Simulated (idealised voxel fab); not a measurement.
This is a process module. Its name is voxel transistor to metal.
Pictured: cross-section cut, 195 nm wide, on a grid of 5 nm square cells.
Cross-section, as written here: a square-cell grid given band by band from the top down, where a band holds one or more rows of cells.
Band: top and bottom heights (nm) first, top before bottom; then materials from left to right, widths in nm. "throughout" marks a sole material filling the band edge to edge. "empty" denotes empty space.
Heights are expressed relative to 0, this being the level below which the as-received wafer comprises one material exclusively. The lowest band is unbounded in the downward direction and is denoted as in "0 and below".
It should be noted that a width expressed as "30->40" varies in equal increments from row to row of cells within the band, taking the value of the first number at the top row and that of the second number at the bottom row.
You'll sometimes find "nothing was modified" written for a step, and that's the way of saying that nowhere in the cross-section did a cell change during that step.
Under "Catalogued sealed voids" you'll find the enclosed gaps, the ones with no way out to the top, that are 8 cells or bigger; each reads width x height at distance, with distance counted from the left edge, everything in nm.
It should be noted that, on the line of a given step, the content following the step's settings is a remark produced by the simulator itself with respect to that step.
For masked steps, "overlay nm" on the step line gives how far right of plan the mask actually lay; a minus sign means it lay to the left.
### The steps planned for the process are as follows
1: RECEIVE (material Si)
2: CONFORMAL_DEP (material SiO2; thk nm 5)
3: CONFORMAL_DEP (material SiN; thk nm 10)
4: PATTERN (tone cover; mask id ACTIVE; material resist; width nm 110; thk nm 20; overlay nm 0)
5: DIRECTIONAL_ETCH (etch materials SiN; depth nm 10)
6: DIRECTIONAL_ETCH (etch materials SiO2; depth nm 5)
7: DIRECTIONAL_ETCH (etch materials Si; depth nm 20)
8: STRIP (etch materials resist)
9: FILL_DEP (material SiO2; thk nm 5)
10: CMP (height nm 15)
11: SELECTIVE_ETCH (etch materials SiO2; depth nm 5)
12: STRIP (etch materials SiN)
13: SELECTIVE_ETCH (etch materials SiO2; depth nm 5)
14: OXIDIZE (depth nm 5)
15: DIRECTIONAL_DEP (material polySi; thk nm 20)
16: DIRECTIONAL_DEP (material SiCN; thk nm 15)
17: MASKED_ETCH (tone cover; mask id GATE; width nm 30; etch materials SiCN; depth nm 25; overlay nm 0)
18: MASKED_ETCH (tone cover; mask id GATE; width nm 30; etch materials polySi; depth nm 30; overlay nm 0)
19: CONFORMAL_DEP (material SiN; thk nm 5)
20: DIRECTIONAL_ETCH (etch materials SiN; depth nm 5)
21: DIRECTIONAL_ETCH (etch materials SiO2; depth nm 5)
22: EPI (material nSi; thk nm 5)
23: FILL_DEP (material SiO2; thk nm 10)
24: CMP (height nm 20)
25: STRIP (etch materials polySi)
26: SELECTIVE_ETCH (etch materials SiO2; depth nm 5)
27: CONFORMAL_DEP (material HfO2; thk nm 5)
28: CONFORMAL_DEP (material TiN; thk nm 5)
29: FILL_DEP (material W; thk nm 5)
30: CMP (height nm 15)
31: DIRECTIONAL_DEP (material SiO2; thk nm 15)
32: DIRECTIONAL_DEP (material aC; thk nm 15)
33: PATTERN (tone open; mask id CONTACT; material resist; width nm 15; pitch nm 75; thk nm 35; overlay nm 0)
34: DIRECTIONAL_ETCH (etch materials aC; depth nm 15)
35: STRIP (etch materials resist)
36: DIRECTIONAL_ETCH (etch materials SiO2; depth nm 30)
37: STRIP (etch materials aC)
38: CONFORMAL_DEP (material TiN; thk nm 5)
39: FILL_DEP (material Ru; thk nm 10)
40: CMP (height nm 30)
41: DIRECTIONAL_DEP (material TiN; thk nm 5)
42: DIRECTIONAL_DEP (material Ru; thk nm 20)
43: MASKED_ETCH (tone cover; mask id METAL_1; width nm 15; pitch nm 75; etch materials Ru; depth nm 20; overlay nm 0)
44: MASKED_ETCH (tone cover; mask id METAL_1; width nm 15; pitch nm 75; etch materials TiN; depth nm 5; overlay nm 0)
45: FILL_DEP (material lowk; thk nm 5)
46: CMP (height nm 55)
47: CONFORMAL_DEP (material SiCN; thk nm 5)
48: DIRECTIONAL_DEP (material lowk; thk nm 35)
49: DIRECTIONAL_DEP (material aC; thk nm 15)
50: PATTERN (tone open; mask id METAL_2; material resist; width nm 15; pitch nm 75; thk nm 35; overlay nm 0)
51: DIRECTIONAL_ETCH (etch materials aC; depth nm 15)
52: STRIP (etch materials resist)
53: DIRECTIONAL_ETCH (etch materials lowk; depth nm 20)
54: STRIP (etch materials aC)
55: DIRECTIONAL_DEP (material aC; thk nm 15)
56: PATTERN (tone open; mask id METAL_2_HOLES; material resist; width nm 15; pitch nm 75; thk nm 35; overlay nm 0)
57: DIRECTIONAL_ETCH (etch materials aC; depth nm 15)
58: STRIP (etch materials resist)
59: DIRECTIONAL_ETCH (etch materials lowk; depth nm 15)
60: DIRECTIONAL_ETCH (etch materials SiCN; depth nm 5)
61: STRIP (etch materials aC)
62: CONFORMAL_DEP (material TiN; thk nm 5)
63: FILL_DEP (material Ru; thk nm 5)
64: CMP (height nm 95)
65: CONFORMAL_DEP (material SiN; thk nm 5)
### Cross-section of the incoming wafer, state after step 1
  0 and below  Si throughout
  Catalogued sealed voids: none
### Result of the module, cross-sectioned: start per above, plan per above, one error in how it was run
  100 down to 95  SiN throughout
  95 down to 60  50 lowk, 5 TiN, 5 Ru, 5 TiN, 60 lowk, 5 TiN, 5 Ru, 5 TiN, 55 lowk
  60 down to 55  50 SiCN, 15 TiN, 60 SiCN, 15 TiN, 55 SiCN
  55 down to 35  50 lowk, 15 Ru, 60 lowk, 15 Ru, 55 lowk
  35 down to 30  50 lowk, 15 TiN, 60 lowk, 15 TiN, 55 lowk
  30 down to 15  50 SiO2, 5 TiN, 5 Ru, 5 TiN, 60 SiO2, 5 TiN, 5 Ru, 5 TiN, 55 SiO2
  15 down to 10  50 SiO2, 5 TiN, 5 Ru, 5 TiN, 10 SiO2, 5 SiN, 5 HfO2, 5 TiN, 10 W, 5 TiN, 5 HfO2, 5 SiN, 10 SiO2, 5 TiN, 5 Ru, 5 TiN, 55 SiO2
  10 down to 5  50 SiO2, 5 TiN, 5 Ru, 5 TiN, 10 SiO2, 5 SiN, 5 HfO2, 20 TiN, 5 HfO2, 5 SiN, 10 SiO2, 5 TiN, 5 Ru, 5 TiN, 55 SiO2
  5 down to 0  40 SiO2, 5 SiN, 5 SiO2, 15 TiN, 10 SiO2, 40 HfO2, 10 SiO2, 15 TiN, 5 SiO2, 5 SiN, 45 SiO2
  0 down to -5  40 nSi, 110 SiO2, 45 nSi
  -5 down to -20  40 Si, 110 SiO2, 45 Si
  -20 and below  Si throughout
  Catalogued sealed voids: none
What was the processing mistake? step 4 went in with a setting other than planned; the actual run was PATTERN (tone open; mask id ACTIVE; material resist; width nm 110; thk nm 20; overlay nm 0)
